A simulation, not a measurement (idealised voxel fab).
process module | voxel trench capacitor
cross-section cut | 190 nm wide | cells 5 nm
A cross-section is a grid of square cells, given in bands from the top down. A band is one or more rows of cells.
Each band's line starts with the height of the band's top and of its bottom, in nm. Then come its materials from left to right, each with its width in nm. One material with "throughout" fills the band from edge to edge. "air" is empty space.
Height 0 is the level under which the wafer as received is all one material. The lowest band goes on downwards, as in "0 down".
A width such as "30 to 40" changes by the same amount from each row of cells to the next, from the band's top row to its bottom row.
"no change" after a step means that no cell of the cross-section changed.
closed voids: empty space of 8 cells or more with no open way to the top, each as width x height at its distance from the left edge, in nm
after a step's settings: what the simulator itself notes on the step
overlay nm, on a step with a mask: how far to the right of its planned place the mask lay; to the left if negative
plan
1 op RECEIVE | material Si
2 op CONFORMAL_DEP | material SiN | thk nm 5
3 op DIRECTIONAL_DEP | material aC | thk nm 15
4 op PATTERN | tone open | mask id TRENCH | material resist | width nm 25 | pitch nm 40 | thk nm 35 | overlay nm 0
5 op DIRECTIONAL_ETCH | etch materials aC | depth nm 15
6 op STRIP | etch materials resist
7 op DIRECTIONAL_ETCH | etch materials SiN | depth nm 5
8 op DIRECTIONAL_ETCH | etch materials Si | depth nm 20
9 op STRIP | etch materials aC
10 op CONFORMAL_DEP | material HfO2 | thk nm 5
11 op CONFORMAL_DEP | material TiN | thk nm 5
12 op FILL_DEP | material W | thk nm 10
13 op CMP | height nm 5
varied across the wafers: depth nm of step 8. The plan shows the first wafer's value. All wafers start alike
first wafer as received, after step 1
  0 down: Si throughout
  closed voids: none
each wafer at the end: cells of each material gained (+) or lost (-) since it was received, then its closed voids
depth nm 20 | +26 HfO2 | -40 Si | +28 SiN | +18 TiN | +6 W | closed voids: none
depth nm 25 | +30 HfO2 | -50 Si | +28 SiN | +22 TiN | +8 W | closed voids: none
depth nm 30 | +34 HfO2 | -60 Si | +28 SiN | +26 TiN | +10 W | closed voids: none
depth nm 35 | +38 HfO2 | -70 Si | +28 SiN | +30 TiN | +12 W | closed voids: none
depth nm 40 | +42 HfO2 | -80 Si | +28 SiN | +34 TiN | +14 W | closed voids: none
depth nm 45 | +46 HfO2 | -90 Si | +28 SiN | +38 TiN | +16 W | closed voids: none
